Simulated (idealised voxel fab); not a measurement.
The document below concerns the process module designated voxel self aligned contacts.
For reference, the cross-section in this document is cut, with width 270 nm and square cells of 5 nm.
A cross-section is written here as square cells arranged in a grid, and it is given in bands from the top down, each band taking up one or more rows of cells. In this notation a band is specified by the heights of its top and bottom, in that order and in nm, after which its materials appear from left to right, each paired with its width in nm. The word "all across" attached to a single material means that material fills the band from edge to edge; the word "empty" stands for empty space. It should be noted that heights are counted from 0, beneath which the wafer as supplied is of one material throughout, and that the lowest band possesses no lower boundary but continues downward, as written in "0 and below". Think of "30 to 40" as a width that walks from the first number to the second as you go down the band, top row to bottom row, taking equal-sized steps from row to row. Given "no alteration" for a step, no cell of the cross-section differs between before and after that step. Sealed internal cavities: empty space of 8 cells or more with no open way to the top, each as width x height at its distance from the left edge, in nm. That trailing text on a step's line, after the settings, is the simulator's own remark on the step. overlay nm: where the mask lay relative to plan, measured to the right, on steps with a mask; negatives go left.

Planned process steps:
- 1: RECEIVE with material Si
- 2: CONFORMAL_DEP with material SiO2, thk nm 5
- 3: DIRECTIONAL_DEP with material polySi, thk nm 25
- 4: DIRECTIONAL_DEP with material SiN, thk nm 20
- 5: MASKED_ETCH with tone cover, mask id GATE, width nm 25, pitch nm 65, etch materials SiN, depth nm 20, overlay nm 0
- 6: MASKED_ETCH with tone cover, mask id GATE, width nm 25, pitch nm 65, etch materials polySi, depth nm 25, overlay nm 0
- 7: CONFORMAL_DEP with material SiN, thk nm 10
- 8: DIRECTIONAL_ETCH with etch materials SiN, depth nm 10
- 9: FILL_DEP with material SiO2, thk nm 15
- 10: CMP with height nm 55
- 11: PATTERN with tone open, mask id CONTACT, material resist, width nm 50, pitch nm 65, thk nm 15, overlay nm 0
- 12: DIRECTIONAL_ETCH with etch materials SiO2, depth nm 55
- 13: STRIP with etch materials resist
- 14: CONFORMAL_DEP with material TiN, thk nm 5
- 15: FILL_DEP with material W, thk nm 5
- 16: CMP with height nm 55
- 17: CONFORMAL_DEP with material SiN, thk nm 5

Shown in cross-section is the wafer as received, that is, as it stands after step 1:
> 0 and below | Si all across
> Sealed internal cavities: none

Cross-section, first of two wafers, end of module, run as planned:
> 60 down to 55 | SiN all across
> 55 down to 50 | SiO2 75  TiN 20  W 10  TiN 20  SiO2 15  TiN 20  W 10  TiN 20  SiO2 80
> 50 down to 30 | SiO2 45  SiN 45  TiN 5  W 10  TiN 5  SiN 45  TiN 5  W 10  TiN 5  SiN 45  SiO2 50
> 30 down to 5 | SiO2 45  SiN 10  polySi 25  SiN 10  TiN 5  W 10  TiN 5  SiN 10  polySi 25  SiN 10  TiN 5  W 10  TiN 5  SiN 10  polySi 25  SiN 10  SiO2 50
> 5 down to 0 | SiO2 90  TiN 20  SiO2 45  TiN 20  SiO2 95
> 0 and below | Si all across
> Sealed internal cavities: none

Cross-sectional image of the second wafer of the two following completion of the module. Starting state and process plan were the same as for the first wafer; one execution error occurred:
> 60 down to 55 | SiN all across
> 55 down to 50 | SiO2 75  TiN 50  SiO2 15  TiN 50  SiO2 80
> 50 down to 30 | SiN 65  SiO2 5  SiN 60  SiO2 5  SiN 60  SiO2 5  SiN 70
> 30 down to 5 | polySi all across
> 5 down to 0 | SiO2 all across
> 0 and below | Si all across
> Sealed internal cavities: none
What was the processing mistake? step 5 ran with different settings than intended, the actual operation and settings being MASKED_ETCH with tone open, mask id GATE, width nm 25, pitch nm 65, etch materials SiN, depth nm 20, overlay nm 0
Final difference in cells, second wafer against first, listed per material as more or fewer: SiN +36, SiO2 -151, TiN -40, W -40, polySi +195
